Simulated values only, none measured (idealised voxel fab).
Module name: voxel transistor to metal (process module)
It is cross-section cut that appears here, measuring 215 nm in width, its square cells being 5 nm in size.
Heads up, the way a cross-section reads in here is a grid of square cells, handed over as bands from the top down, with every band being one or more rows of cells.
Per band: top height and bottom height in nm, followed by the left-to-right materials and their widths in nm; "edge to edge" marks a single material spanning edge to edge, "air" marks empty space.
Height datum 0, below which the as-received substrate wafer is one material. Lowest band open at the bottom, running downward: "0 -> down".
Think of "30..40" as a width that walks from the first number to the second as you go down the band, top row to bottom row, taking equal-sized steps from row to row.
Basically "nothing got changed" means that step didn't change any cell in the cross-section.
In "Closed void roster" the enclosed voids are listed, meaning empty spaces of 8 cells or larger without any opening to the top. The form is width x height at distance, distance from the left edge, units nm.
Note: text after step settings on the step line = simulator remark on that step.
overlay nm: mask offset rightward from planned place, masked step; negative means leftward offset.
Below is the list of planned process steps:
- 1: op RECEIVE | material Si
- 2: op OXIDIZE | depth nm 5
- 3: op CONFORMAL_DEP | material SiN | thk nm 15
- 4: op PATTERN | tone cover | mask id ACTIVE | material resist | width nm 100 | thk nm 20 | overlay nm 0
- 5: op DIRECTIONAL_ETCH | etch materials SiN | depth nm 15
- 6: op DIRECTIONAL_ETCH | etch materials SiO2 | depth nm 5
- 7: op DIRECTIONAL_ETCH | etch materials Si | depth nm 20
- 8: op STRIP | etch materials resist
- 9: op FILL_DEP | material SiO2 | thk nm 15
- 10: op CMP | height nm 15
- 11: op SELECTIVE_ETCH | etch materials SiO2 | depth nm 10
- 12: op STRIP | etch materials SiN
- 13: op SELECTIVE_ETCH | etch materials SiO2 | depth nm 5
- 14: op OXIDIZE | depth nm 5
- 15: op DIRECTIONAL_DEP | material polySi | thk nm 20
- 16: op DIRECTIONAL_DEP | material SiCN | thk nm 10
- 17: op PATTERN | tone cover | mask id GATE | material resist | width nm 20 | thk nm 15 | overlay nm 0
- 18: op DIRECTIONAL_ETCH | etch materials SiCN | depth nm 20
- 19: op DIRECTIONAL_ETCH | etch materials polySi | depth nm 30
- 20: op STRIP | etch materials resist
- 21: op CONFORMAL_DEP | material SiN | thk nm 5
- 22: op DIRECTIONAL_ETCH | etch materials SiN | depth nm 5
- 23: op DIRECTIONAL_ETCH | etch materials SiO2 | depth nm 5
- 24: op DIRECTIONAL_ETCH | etch materials Si | depth nm 5
- 25: op EPI | material SiGe | thk nm 5
- 26: op FILL_DEP | material SiO2 | thk nm 10
- 27: op CMP | height nm 25
- 28: op DIRECTIONAL_DEP | material SiO2 | thk nm 15
- 29: op PATTERN | tone open | mask id CONTACT | material resist | width nm 30 | pitch nm 60 | thk nm 20 | overlay nm 0
- 30: op DIRECTIONAL_ETCH | etch materials SiO2 | depth nm 50
- 31: op STRIP | etch materials resist
- 32: op CONFORMAL_DEP | material TiN | thk nm 5
- 33: op FILL_DEP | material W | thk nm 5
- 34: op CMP | height nm 40
- 35: op DIRECTIONAL_DEP | material TiN | thk nm 5
- 36: op DIRECTIONAL_DEP | material Ru | thk nm 20
- 37: op PATTERN | tone cover | mask id METAL_1 | material resist | width nm 15 | pitch nm 75 | thk nm 15 | overlay nm 0
- 38: op DIRECTIONAL_ETCH | etch materials Ru | depth nm 20
- 39: op DIRECTIONAL_ETCH | etch materials TiN | depth nm 5
- 40: op STRIP | etch materials resist
- 41: op FILL_DEP | material lowk | thk nm 10
- 42: op CMP | height nm 65
- 43: op CONFORMAL_DEP | material SiN | thk nm 5
The first of a set of two wafers, run to plan:
As-received wafer cross-section (after step 1):
    0 -> down | Si edge to edge
    Closed void roster: none
Cross-section of the wafer after step 2:
    0 -> -5 | SiO2 edge to edge
    Anything lower than -5 is untouched.
Cross-section of the wafer after step 3:
    15 -> 0 | SiN edge to edge
    Anything lower than 0 is untouched.
Cross-section of the wafer after step 4:
    35 -> 15 | air=55, then resist=100, then air=60
    Anything lower than 15 is untouched.
Cross-section of the wafer after step 5:
    35 -> 15 | air=55, then resist=100, then air=60
    15 -> 0 | air=55, then SiN=100, then air=60
    Anything lower than 0 is untouched.
Cross-section of the wafer after step 6:
    35 -> 15 | air=55, then resist=100, then air=60
    15 -> 0 | air=55, then SiN=100, then air=60
    0 -> -5 | air=55, then SiO2=100, then air=60
    Anything lower than -5 is untouched.
Cross-section of the wafer after step 7:
    35 -> 15 | air=55, then resist=100, then air=60
    15 -> 0 | air=55, then SiN=100, then air=60
    0 -> -5 | air=55, then SiO2=100, then air=60
    -5 -> -25 | air=55, then Si=100, then air=60
    Anything lower than -25 is untouched.
Cross-section of the wafer after step 8:
    15 -> 0 | air=55, then SiN=100, then air=60
    Anything lower than 0 is untouched.
Cross-section of the wafer after step 9:
    30 -> 15 | SiO2 edge to edge
    15 -> 0 | SiO2=55, then SiN=100, then SiO2=60
    0 -> -5 | SiO2 edge to edge
    -5 -> -25 | SiO2=55, then Si=100, then SiO2=60
    Anything lower than -25 is untouched.
Cross-section of the wafer after step 10:
    15 -> 0 | SiO2=55, then SiN=100, then SiO2=60
    Anything lower than 0 is untouched.
Cross-section of the wafer after step 11:
    15 -> 5 | air=55, then SiN=100, then air=60
    Anything lower than 5 is untouched.
Cross-section of the wafer after step 12:
    5 -> 0 | SiO2=55, then air=100, then SiO2=60
    Anything lower than 0 is untouched.
Cross-section of the wafer after step 13:
    0 -> -5 | SiO2=50, then air=110, then SiO2=55
    Anything lower than -5 is untouched.
Cross-section of the wafer after step 14:
    0 -> -5 | SiO2=50, then air=110, then SiO2=55
    -5 -> -10 | SiO2 edge to edge
    Anything lower than -10 is untouched.
Cross-section of the wafer after step 15:
    20 -> 15 | polySi=50, then air=110, then polySi=55
    15 -> 0 | polySi edge to edge
    0 -> -5 | SiO2=50, then polySi=110, then SiO2=55
    Anything lower than -5 is untouched.
Cross-section of the wafer after step 16:
    30 -> 25 | SiCN=50, then air=110, then SiCN=55
    25 -> 20 | SiCN edge to edge
    20 -> 15 | polySi=50, then SiCN=110, then polySi=55
    Anything lower than 15 is untouched.
Cross-section of the wafer after step 17:
    45 -> 30 | air=95, then resist=20, then air=100
    30 -> 25 | SiCN=50, then air=45, then resist=20, then air=45, then SiCN=55
    Anything lower than 25 is untouched.
Cross-section of the wafer after step 18:
    45 -> 25 | air=95, then resist=20, then air=100
    25 -> 20 | air=95, then SiCN=20, then air=100
    20 -> 15 | polySi=50, then air=45, then SiCN=20, then air=45, then polySi=55
    Anything lower than 15 is untouched.
Cross-section of the wafer after step 19:
    45 -> 25 | air=95, then resist=20, then air=100
    25 -> 15 | air=95, then SiCN=20, then air=100
    15 -> 0 | air=95, then polySi=20, then air=100
    0 -> -5 | SiO2=50, then air=45, then polySi=20, then air=45, then SiO2=55
    Anything lower than -5 is untouched.
Cross-section of the wafer after step 20:
    25 -> 15 | air=95, then SiCN=20, then air=100
    Anything lower than 15 is untouched.
Cross-section of the wafer after step 21:
    30 -> 25 | air=90, then SiN=30, then air=95
    25 -> 15 | air=90, then SiN=5, then SiCN=20, then SiN=5, then air=95
    15 -> 5 | air=90, then SiN=5, then polySi=20, then SiN=5, then air=95
    5 -> 0 | SiN=55, then air=35, then SiN=5, then polySi=20, then SiN=5, then air=35, then SiN=60
    0 -> -5 | SiO2=50, then SiN=45, then polySi=20, then SiN=45, then SiO2=55
    Anything lower than -5 is untouched.
Cross-section of the wafer after step 22:
    25 -> 15 | air=90, then SiN=5, then SiCN=20, then SiN=5, then air=95
    15 -> 0 | air=90, then SiN=5, then polySi=20, then SiN=5, then air=95
    0 -> -5 | SiO2=50, then SiN=5, then air=35, then SiN=5, then polySi=20, then SiN=5, then air=35, then SiN=5, then SiO2=55
    Anything lower than -5 is untouched.
Cross-section of the wafer after step 23:
    25 -> 15 | air=90, then SiN=5, then SiCN=20, then SiN=5, then air=95
    15 -> 0 | air=90, then SiN=5, then polySi=20, then SiN=5, then air=95
    0 -> -5 | air=50, then SiN=5, then air=35, then SiN=5, then polySi=20, then SiN=5, then air=35, then SiN=5, then air=55
    -5 -> -10 | SiO2=55, then air=35, then SiO2=30, then air=35, then SiO2=60
    Anything lower than -10 is untouched.
Cross-section of the wafer after step 24:
    25 -> 15 | air=90, then SiN=5, then SiCN=20, then SiN=5, then air=95
    15 -> 0 | air=90, then SiN=5, then polySi=20, then SiN=5, then air=95
    0 -> -5 | air=50, then SiN=5, then air=35, then SiN=5, then polySi=20, then SiN=5, then air=35, then SiN=5, then air=55
    -5 -> -10 | SiO2=55, then air=35, then SiO2=30, then air=35, then SiO2=60
    -10 -> -15 | SiO2=55, then air=35, then Si=30, then air=35, then SiO2=60
    Anything lower than -15 is untouched.
Cross-section of the wafer after step 25:
    25 -> 15 | air=90, then SiN=5, then SiCN=20, then SiN=5, then air=95
    15 -> 0 | air=90, then SiN=5, then polySi=20, then SiN=5, then air=95
    0 -> -5 | air=50, then SiN=5, then air=35, then SiN=5, then polySi=20, then SiN=5, then air=35, then SiN=5, then air=55
    -5 -> -10 | SiO2=55, then air=30, then SiGe=5, then SiO2=30, then SiGe=5, then air=30, then SiO2=60
    -10 -> -15 | SiO2=55, then SiGe=35, then Si=30, then SiGe=35, then SiO2=60
    Anything lower than -15 is untouched.
Cross-section of the wafer after step 26:
    35 -> 25 | SiO2 edge to edge
    25 -> 15 | SiO2=90, then SiN=5, then SiCN=20, then SiN=5, then SiO2=95
    15 -> 0 | SiO2=90, then SiN=5, then polySi=20, then SiN=5, then SiO2=95
    0 -> -5 | SiO2=50, then SiN=5, then SiO2=35, then SiN=5, then polySi=20, then SiN=5, then SiO2=35, then SiN=5, then SiO2=55
    -5 -> -10 | SiO2=85, then SiGe=5, then SiO2=30, then SiGe=5, then SiO2=90
    Anything lower than -10 is untouched.
Cross-section of the wafer after step 27:
    25 -> 15 | SiO2=90, then SiN=5, then SiCN=20, then SiN=5, then SiO2=95
    Anything lower than 15 is untouched.
Cross-section of the wafer after step 28:
    40 -> 25 | SiO2 edge to edge
    Anything lower than 25 is untouched.
Cross-section of the wafer after step 29:
    60 -> 40 | resist=60, then air=30, then resist=30, then air=30, then resist=65
    Anything lower than 40 is untouched.
Cross-section of the wafer after step 30:
    60 -> 40 | resist=60, then air=30, then resist=30, then air=30, then resist=65
    40 -> 25 | SiO2=60, then air=30, then SiO2=30, then air=30, then SiO2=65
    25 -> 15 | SiO2=60, then air=30, then SiN=5, then SiCN=20, then SiN=5, then air=30, then SiO2=65
    15 -> 0 | SiO2=60, then air=30, then SiN=5, then polySi=20, then SiN=5, then air=30, then SiO2=65
    0 -> -5 | SiO2=50, then SiN=5, then SiO2=5, then air=30, then SiN=5, then polySi=20, then SiN=5, then air=30, then SiO2=5, then SiN=5, then SiO2=55
    -5 -> -10 | SiO2=60, then air=25, then SiGe=5, then SiO2=30, then SiGe=5, then air=25, then SiO2=65
    Anything lower than -10 is untouched.
Cross-section of the wafer after step 31:
    40 -> 25 | SiO2=60, then air=30, then SiO2=30, then air=30, then SiO2=65
    Anything lower than 25 is untouched.
Cross-section of the wafer after step 32:
    45 -> 40 | TiN=65, then air=20, then TiN=40, then air=20, then TiN=70
    40 -> 25 | SiO2=60, then TiN=5, then air=20, then TiN=5, then SiO2=30, then TiN=5, then air=20, then TiN=5, then SiO2=65
    25 -> 15 | SiO2=60, then TiN=5, then air=20, then TiN=5, then SiN=5, then SiCN=20, then SiN=5, then TiN=5, then air=20, then TiN=5, then SiO2=65
    15 -> 0 | SiO2=60, then TiN=5, then air=20, then TiN=5, then SiN=5, then polySi=20, then SiN=5, then TiN=5, then air=20, then TiN=5, then SiO2=65
    0 -> -5 | SiO2=50, then SiN=5, then SiO2=5, then TiN=5, then air=15, then TiN=10, then SiN=5, then polySi=20, then SiN=5, then TiN=10, then air=15, then TiN=5, then SiO2=5, then SiN=5, then SiO2=55
    -5 -> -10 | SiO2=60, then TiN=25, then SiGe=5, then SiO2=30, then SiGe=5, then TiN=25, then SiO2=65
    Anything lower than -10 is untouched.
Cross-section of the wafer after step 33:
    50 -> 45 | W edge to edge
    45 -> 40 | TiN=65, then W=20, then TiN=40, then W=20, then TiN=70
    40 -> 25 | SiO2=60, then TiN=5, then W=20, then TiN=5, then SiO2=30, then TiN=5, then W=20, then TiN=5, then SiO2=65
    25 -> 15 | SiO2=60, then TiN=5, then W=20, then TiN=5, then SiN=5, then SiCN=20, then SiN=5, then TiN=5, then W=20, then TiN=5, then SiO2=65
    15 -> 0 | SiO2=60, then TiN=5, then W=20, then TiN=5, then SiN=5, then polySi=20, then SiN=5, then TiN=5, then W=20, then TiN=5, then SiO2=65
    0 -> -5 | SiO2=50, then SiN=5, then SiO2=5, then TiN=5, then W=15, then TiN=10, then SiN=5, then polySi=20, then SiN=5, then TiN=10, then W=15, then TiN=5, then SiO2=5, then SiN=5, then SiO2=55
    Anything lower than -5 is untouched.
Cross-section of the wafer after step 34:
    40 -> 25 | SiO2=60, then TiN=5, then W=20, then TiN=5, then SiO2=30, then TiN=5, then W=20, then TiN=5, then SiO2=65
    Anything lower than 25 is untouched.
Cross-section of the wafer after step 35:
    45 -> 40 | TiN edge to edge
    Anything lower than 40 is untouched.
Cross-section of the wafer after step 36:
    65 -> 45 | Ru edge to edge
    Anything lower than 45 is untouched.
Cross-section of the wafer after step 37:
    80 -> 65 | air=60, then resist=15, then air=60, then resist=15, then air=65
    Anything lower than 65 is untouched.
Cross-section of the wafer after step 38:
    80 -> 65 | air=60, then resist=15, then air=60, then resist=15, then air=65
    65 -> 45 | air=60, then Ru=15, then air=60, then Ru=15, then air=65
    Anything lower than 45 is untouched.
Cross-section of the wafer after step 39:
    80 -> 65 | air=60, then resist=15, then air=60, then resist=15, then air=65
    65 -> 45 | air=60, then Ru=15, then air=60, then Ru=15, then air=65
    45 -> 40 | air=60, then TiN=15, then air=60, then TiN=15, then air=65
    Anything lower than 40 is untouched.
Cross-section of the wafer after step 40:
    65 -> 45 | air=60, then Ru=15, then air=60, then Ru=15, then air=65
    Anything lower than 45 is untouched.
Cross-section of the wafer after step 41:
    75 -> 65 | lowk edge to edge
    65 -> 45 | lowk=60, then Ru=15, then lowk=60, then Ru=15, then lowk=65
    45 -> 40 | lowk=60, then TiN=15, then lowk=60, then TiN=15, then lowk=65
    Anything lower than 40 is untouched.
Cross-section of the wafer after step 42:
    65 -> 45 | lowk=60, then Ru=15, then lowk=60, then Ru=15, then lowk=65
    Anything lower than 45 is untouched.
Cross-section of the wafer after step 43:
    70 -> 65 | SiN edge to edge
    Anything lower than 65 is untouched.
The second wafer: identical to the first at the outset and in its planned sequence, differing only in that one mistake was made during processing; up to and including step 6, its path is the first wafer's path:
Second wafer shown in cross-section at the time step 7 was slated to end:
    35 -> 15 | air=55, then resist=100, then air=60
    15 -> 0 | air=55, then SiN=100, then air=60
    0 -> -5 | air=55, then SiO2=100, then air=60
    -5 -> -45 | air=55, then Si=100, then air=60
    Anything lower than -45 is untouched.
Second wafer shown in cross-section at the time step 8 was slated to end:
    15 -> 0 | air=55, then SiN=100, then air=60
    Anything lower than 0 is untouched.
Second wafer shown in cross-section at the time step 9 was slated to end:
    30 -> 15 | SiO2 edge to edge
    15 -> 0 | SiO2=55, then SiN=100, then SiO2=60
    0 -> -5 | SiO2 edge to edge
    -5 -> -45 | SiO2=55, then Si=100, then SiO2=60
    Anything lower than -45 is untouched.
Second wafer shown in cross-section at the time step 10 was slated to end:
    15 -> 0 | SiO2=55, then SiN=100, then SiO2=60
    Anything lower than 0 is untouched.
Second wafer shown in cross-section at the time step 11 was slated to end:
    15 -> 5 | air=55, then SiN=100, then air=60
    Anything lower than 5 is untouched.
Second wafer shown in cross-section at the time step 12 was slated to end:
    5 -> 0 | SiO2=55, then air=100, then SiO2=60
    Anything lower than 0 is untouched.
Second wafer shown in cross-section at the time step 13 was slated to end:
    0 -> -5 | SiO2=50, then air=110, then SiO2=55
    Anything lower than -5 is untouched.
Second wafer shown in cross-section at the time step 14 was slated to end:
    0 -> -5 | SiO2=50, then air=110, then SiO2=55
    -5 -> -10 | SiO2 edge to edge
    Anything lower than -10 is untouched.
Second wafer shown in cross-section at the time step 15 was slated to end:
    20 -> 15 | polySi=50, then air=110, then polySi=55
    15 -> 0 | polySi edge to edge
    0 -> -5 | SiO2=50, then polySi=110, then SiO2=55
    Anything lower than -5 is untouched.
Second wafer shown in cross-section at the time step 16 was slated to end:
    30 -> 25 | SiCN=50, then air=110, then SiCN=55
    25 -> 20 | SiCN edge to edge
    20 -> 15 | polySi=50, then SiCN=110, then polySi=55
    Anything lower than 15 is untouched.
Second wafer shown in cross-section at the time step 17 was slated to end:
    45 -> 30 | air=95, then resist=20, then air=100
    30 -> 25 | SiCN=50, then air=45, then resist=20, then air=45, then SiCN=55
    Anything lower than 25 is untouched.
Second wafer shown in cross-section at the time step 18 was slated to end:
    45 -> 25 | air=95, then resist=20, then air=100
    25 -> 20 | air=95, then SiCN=20, then air=100
    20 -> 15 | polySi=50, then air=45, then SiCN=20, then air=45, then polySi=55
    Anything lower than 15 is untouched.
Second wafer shown in cross-section at the time step 19 was slated to end:
    45 -> 25 | air=95, then resist=20, then air=100
    25 -> 15 | air=95, then SiCN=20, then air=100
    15 -> 0 | air=95, then polySi=20, then air=100
    0 -> -5 | SiO2=50, then air=45, then polySi=20, then air=45, then SiO2=55
    Anything lower than -5 is untouched.
Second wafer shown in cross-section at the time step 20 was slated to end:
    25 -> 15 | air=95, then SiCN=20, then air=100
    Anything lower than 15 is untouched.
Second wafer shown in cross-section at the time step 21 was slated to end:
    30 -> 25 | air=90, then SiN=30, then air=95
    25 -> 15 | air=90, then SiN=5, then SiCN=20, then SiN=5, then air=95
    15 -> 5 | air=90, then SiN=5, then polySi=20, then SiN=5, then air=95
    5 -> 0 | SiN=55, then air=35, then SiN=5, then polySi=20, then SiN=5, then air=35, then SiN=60
    0 -> -5 | SiO2=50, then SiN=45, then polySi=20, then SiN=45, then SiO2=55
    Anything lower than -5 is untouched.
Second wafer shown in cross-section at the time step 22 was slated to end:
    25 -> 15 | air=90, then SiN=5, then SiCN=20, then SiN=5, then air=95
    15 -> 0 | air=90, then SiN=5, then polySi=20, then SiN=5, then air=95
    0 -> -5 | SiO2=50, then SiN=5, then air=35, then SiN=5, then polySi=20, then SiN=5, then air=35, then SiN=5, then SiO2=55
    Anything lower than -5 is untouched.
Second wafer shown in cross-section at the time step 23 was slated to end:
    25 -> 15 | air=90, then SiN=5, then SiCN=20, then SiN=5, then air=95
    15 -> 0 | air=90, then SiN=5, then polySi=20, then SiN=5, then air=95
    0 -> -5 | air=50, then SiN=5, then air=35, then SiN=5, then polySi=20, then SiN=5, then air=35, then SiN=5, then air=55
    -5 -> -10 | SiO2=55, then air=35, then SiO2=30, then air=35, then SiO2=60
    Anything lower than -10 is untouched.
Second wafer shown in cross-section at the time step 24 was slated to end:
    25 -> 15 | air=90, then SiN=5, then SiCN=20, then SiN=5, then air=95
    15 -> 0 | air=90, then SiN=5, then polySi=20, then SiN=5, then air=95
    0 -> -5 | air=50, then SiN=5, then air=35, then SiN=5, then polySi=20, then SiN=5, then air=35, then SiN=5, then air=55
    -5 -> -10 | SiO2=55, then air=35, then SiO2=30, then air=35, then SiO2=60
    -10 -> -15 | SiO2=55, then air=35, then Si=30, then air=35, then SiO2=60
    Anything lower than -15 is untouched.
Second wafer shown in cross-section at the time step 25 was slated to end:
    25 -> 15 | air=90, then SiN=5, then SiCN=20, then SiN=5, then air=95
    15 -> 0 | air=90, then SiN=5, then polySi=20, then SiN=5, then air=95
    0 -> -5 | air=50, then SiN=5, then air=35, then SiN=5, then polySi=20, then SiN=5, then air=35, then SiN=5, then air=55
    -5 -> -10 | SiO2=55, then air=30, then SiGe=5, then SiO2=30, then SiGe=5, then air=30, then SiO2=60
    -10 -> -15 | SiO2=55, then SiGe=35, then Si=30, then SiGe=35, then SiO2=60
    Anything lower than -15 is untouched.
Second wafer shown in cross-section at the time step 26 was slated to end:
    35 -> 25 | SiO2 edge to edge
    25 -> 15 | SiO2=90, then SiN=5, then SiCN=20, then SiN=5, then SiO2=95
    15 -> 0 | SiO2=90, then SiN=5, then polySi=20, then SiN=5, then SiO2=95
    0 -> -5 | SiO2=50, then SiN=5, then SiO2=35, then SiN=5, then polySi=20, then SiN=5, then SiO2=35, then SiN=5, then SiO2=55
    -5 -> -10 | SiO2=85, then SiGe=5, then SiO2=30, then SiGe=5, then SiO2=90
    Anything lower than -10 is untouched.
Second wafer shown in cross-section at the time step 27 was slated to end:
    25 -> 15 | SiO2=90, then SiN=5, then SiCN=20, then SiN=5, then SiO2=95
    Anything lower than 15 is untouched.
Second wafer shown in cross-section at the time step 28 was slated to end:
    40 -> 25 | SiO2 edge to edge
    Anything lower than 25 is untouched.
Second wafer shown in cross-section at the time step 29 was slated to end:
    60 -> 40 | resist=60, then air=30, then resist=30, then air=30, then resist=65
    Anything lower than 40 is untouched.
Second wafer shown in cross-section at the time step 30 was slated to end:
    60 -> 40 | resist=60, then air=30, then resist=30, then air=30, then resist=65
    40 -> 25 | SiO2=60, then air=30, then SiO2=30, then air=30, then SiO2=65
    25 -> 15 | SiO2=60, then air=30, then SiN=5, then SiCN=20, then SiN=5, then air=30, then SiO2=65
    15 -> 0 | SiO2=60, then air=30, then SiN=5, then polySi=20, then SiN=5, then air=30, then SiO2=65
    0 -> -5 | SiO2=50, then SiN=5, then SiO2=5, then air=30, then SiN=5, then polySi=20, then SiN=5, then air=30, then SiO2=5, then SiN=5, then SiO2=55
    -5 -> -10 | SiO2=60, then air=25, then SiGe=5, then SiO2=30, then SiGe=5, then air=25, then SiO2=65
    Anything lower than -10 is untouched.
Second wafer shown in cross-section at the time step 31 was slated to end:
    40 -> 25 | SiO2=60, then air=30, then SiO2=30, then air=30, then SiO2=65
    Anything lower than 25 is untouched.
Second wafer shown in cross-section at the time step 32 was slated to end:
    45 -> 40 | TiN=65, then air=20, then TiN=40, then air=20, then TiN=70
    40 -> 25 | SiO2=60, then TiN=5, then air=20, then TiN=5, then SiO2=30, then TiN=5, then air=20, then TiN=5, then SiO2=65
    25 -> 15 | SiO2=60, then TiN=5, then air=20, then TiN=5, then SiN=5, then SiCN=20, then SiN=5, then TiN=5, then air=20, then TiN=5, then SiO2=65
    15 -> 0 | SiO2=60, then TiN=5, then air=20, then TiN=5, then SiN=5, then polySi=20, then SiN=5, then TiN=5, then air=20, then TiN=5, then SiO2=65
    0 -> -5 | SiO2=50, then SiN=5, then SiO2=5, then TiN=5, then air=15, then TiN=10, then SiN=5, then polySi=20, then SiN=5, then TiN=10, then air=15, then TiN=5, then SiO2=5, then SiN=5, then SiO2=55
    -5 -> -10 | SiO2=60, then TiN=25, then SiGe=5, then SiO2=30, then SiGe=5, then TiN=25, then SiO2=65
    Anything lower than -10 is untouched.
Second wafer shown in cross-section at the time step 33 was slated to end:
    50 -> 45 | W edge to edge
    45 -> 40 | TiN=65, then W=20, then TiN=40, then W=20, then TiN=70
    40 -> 25 | SiO2=60, then TiN=5, then W=20, then TiN=5, then SiO2=30, then TiN=5, then W=20, then TiN=5, then SiO2=65
    25 -> 15 | SiO2=60, then TiN=5, then W=20, then TiN=5, then SiN=5, then SiCN=20, then SiN=5, then TiN=5, then W=20, then TiN=5, then SiO2=65
    15 -> 0 | SiO2=60, then TiN=5, then W=20, then TiN=5, then SiN=5, then polySi=20, then SiN=5, then TiN=5, then W=20, then TiN=5, then SiO2=65
    0 -> -5 | SiO2=50, then SiN=5, then SiO2=5, then TiN=5, then W=15, then TiN=10, then SiN=5, then polySi=20, then SiN=5, then TiN=10, then W=15, then TiN=5, then SiO2=5, then SiN=5, then SiO2=55
    Anything lower than -5 is untouched.
Second wafer shown in cross-section at the time step 34 was slated to end:
    40 -> 25 | SiO2=60, then TiN=5, then W=20, then TiN=5, then SiO2=30, then TiN=5, then W=20, then TiN=5, then SiO2=65
    Anything lower than 25 is untouched.
Second wafer shown in cross-section at the time step 35 was slated to end:
    45 -> 40 | TiN edge to edge
    Anything lower than 40 is untouched.
Second wafer shown in cross-section at the time step 36 was slated to end:
    65 -> 45 | Ru edge to edge
    Anything lower than 45 is untouched.
Second wafer shown in cross-section at the time step 37 was slated to end:
    80 -> 65 | air=60, then resist=15, then air=60, then resist=15, then air=65
    Anything lower than 65 is untouched.
Second wafer shown in cross-section at the time step 38 was slated to end:
    80 -> 65 | air=60, then resist=15, then air=60, then resist=15, then air=65
    65 -> 45 | air=60, then Ru=15, then air=60, then Ru=15, then air=65
    Anything lower than 45 is untouched.
Second wafer shown in cross-section at the time step 39 was slated to end:
    80 -> 65 | air=60, then resist=15, then air=60, then resist=15, then air=65
    65 -> 45 | air=60, then Ru=15, then air=60, then Ru=15, then air=65
    45 -> 40 | air=60, then TiN=15, then air=60, then TiN=15, then air=65
    Anything lower than 40 is untouched.
Second wafer shown in cross-section at the time step 40 was slated to end:
    65 -> 45 | air=60, then Ru=15, then air=60, then Ru=15, then air=65
    Anything lower than 45 is untouched.
Second wafer shown in cross-section at the time step 41 was slated to end:
    75 -> 65 | lowk edge to edge
    65 -> 45 | lowk=60, then Ru=15, then lowk=60, then Ru=15, then lowk=65
    45 -> 40 | lowk=60, then TiN=15, then lowk=60, then TiN=15, then lowk=65
    Anything lower than 40 is untouched.
Second wafer shown in cross-section at the time step 42 was slated to end:
    65 -> 45 | lowk=60, then Ru=15, then lowk=60, then Ru=15, then lowk=65
    Anything lower than 45 is untouched.
Second wafer shown in cross-section at the time step 43 was slated to end:
    70 -> 65 | SiN edge to edge
    Anything lower than 65 is untouched.
It is concluded that the wafer was processed incorrectly with respect to the plan, in that heads up, step 7 of the plan got done twice
Final cells, second wafer relative to first, materials higher or lower: Si -92, SiO2 +92
